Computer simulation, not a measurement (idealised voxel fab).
A process module follows: voxel self aligned contacts.
It is cross-section cut that appears here, measuring 215 nm in width, its square cells being 5 nm in size.
A cross-section is written here as square cells arranged in a grid, and it is given in bands from the top down, each band taking up one or more rows of cells.
First you get the band's top height and its bottom height, in nm, and then the materials it's made of, left to right, with each width in nm. If you see a single material with "throughout", that one covers the band edge to edge. "blank" is empty space.
Basically, 0 is our baseline, since under it the wafer straight out of the box is all one material. The bottom band has no lower end and keeps on going down, so it looks like "0 nm and below".
The expression "30->40" gives the width at the extremes of the band, the first number at its top row of cells and the second at its bottom row, with the width changing by equal amounts from each row to the next in between.
Where the words "nothing got changed" appear for a step, the cross-section shows no cell changed by that step; every cell remained as before.
"Enclosed voids" - sealed voids, min. 8 cells, no opening to top; format: width x height at distance (distance from left edge; nm throughout).
Post-settings text on a step line: simulator's own remark regarding the step.
"overlay nm", when on a step's line for a step with a mask, measures how far to the right of its planned place the mask lay; a negative measure means to the left.

-- Below is the list of planned process steps
1 RECEIVE: material Si
2 CONFORMAL_DEP: material SiO2, thk nm 5
3 DIRECTIONAL_DEP: material polySi, thk nm 30
4 DIRECTIONAL_DEP: material SiN, thk nm 25
5 PATTERN: tone cover, mask id GATE, material resist, width nm 30, pitch nm 70, thk nm 15, overlay nm 0
6 DIRECTIONAL_ETCH: etch materials SiN, depth nm 25
7 DIRECTIONAL_ETCH: etch materials polySi, depth nm 30
8 STRIP: etch materials resist
9 CONFORMAL_DEP: material SiN, thk nm 10
10 DIRECTIONAL_ETCH: etch materials SiN, depth nm 10
11 FILL_DEP: material SiO2, thk nm 10
12 CMP: height nm 65
13 DIRECTIONAL_DEP: material aC, thk nm 15
14 PATTERN: tone open, mask id CONTACT, material resist, width nm 50, pitch nm 70, thk nm 35, overlay nm 0
15 DIRECTIONAL_ETCH: etch materials aC, depth nm 5
16 STRIP: etch materials resist
17 DIRECTIONAL_ETCH: etch materials SiO2, depth nm 65
18 STRIP: etch materials aC
19 CONFORMAL_DEP: material TiN, thk nm 5
20 FILL_DEP: material W, thk nm 10
21 CMP: height nm 65
22 CONFORMAL_DEP: material SiN, thk nm 5
Wafer-to-wafer difference: depth nm, step 15. Common start. Plan = first wafer's value.

-- first wafer as received, after step 1
> 0 nm and below: Si throughout
> Enclosed voids: none

-- After the module's final step, step 22: the first of several wafers in cross-section
> 70 nm to 65 nm: SiN throughout
> 65 nm to 60 nm: SiO2 throughout
> 60 nm to 35 nm: 10 nm SiO2, 50 nm SiN, 20 nm SiO2, 50 nm SiN, 20 nm SiO2, 50 nm SiN, 15 nm SiO2
> 35 nm to 5 nm: 10 nm SiO2, 10 nm SiN, 30 nm polySi, 10 nm SiN, 20 nm SiO2, 10 nm SiN, 30 nm polySi, 10 nm SiN, 20 nm SiO2, 10 nm SiN, 30 nm polySi, 10 nm SiN, 15 nm SiO2
> 5 nm to 0 nm: SiO2 throughout
> 0 nm and below: Si throughout
> Enclosed voids: none

-- The final wafer, sectioned at module end
> 70 nm to 65 nm: SiN throughout
> 65 nm to 60 nm: 45 nm SiO2, 20 nm TiN, 10 nm W, 20 nm TiN, 20 nm SiO2, 20 nm TiN, 10 nm W, 20 nm TiN, 50 nm SiO2
> 60 nm to 35 nm: 10 nm SiO2, 50 nm SiN, 5 nm TiN, 10 nm W, 5 nm TiN, 50 nm SiN, 5 nm TiN, 10 nm W, 5 nm TiN, 50 nm SiN, 15 nm SiO2
> 35 nm to 5 nm: 10 nm SiO2, 10 nm SiN, 30 nm polySi, 10 nm SiN, 5 nm TiN, 10 nm W, 5 nm TiN, 10 nm SiN, 30 nm polySi, 10 nm SiN, 5 nm TiN, 10 nm W, 5 nm TiN, 10 nm SiN, 30 nm polySi, 10 nm SiN, 15 nm SiO2
> 5 nm to 0 nm: 60 nm SiO2, 20 nm TiN, 50 nm SiO2, 20 nm TiN, 65 nm SiO2
> 0 nm and below: Si throughout
> Enclosed voids: none

-- Where each wafer stands at the end of the module, a row apiece: cells of each material gained (+) or lost (-) since it was received, then closed voids
depth nm 5, +265 SiN, +229 SiO2, +108 polySi, Enclosed voids: none
depth nm 10, +265 SiN, +229 SiO2, +108 polySi, Enclosed voids: none
depth nm 15, +265 SiN, +113 SiO2, +68 TiN, +48 W, +108 polySi, Enclosed voids: none
depth nm 20, +265 SiN, +113 SiO2, +68 TiN, +48 W, +108 polySi, Enclosed voids: none
depth nm 25, +265 SiN, +113 SiO2, +68 TiN, +48 W, +108 polySi, Enclosed voids: none
depth nm 30, +265 SiN, +113 SiO2, +68 TiN, +48 W, +108 polySi, Enclosed voids: none
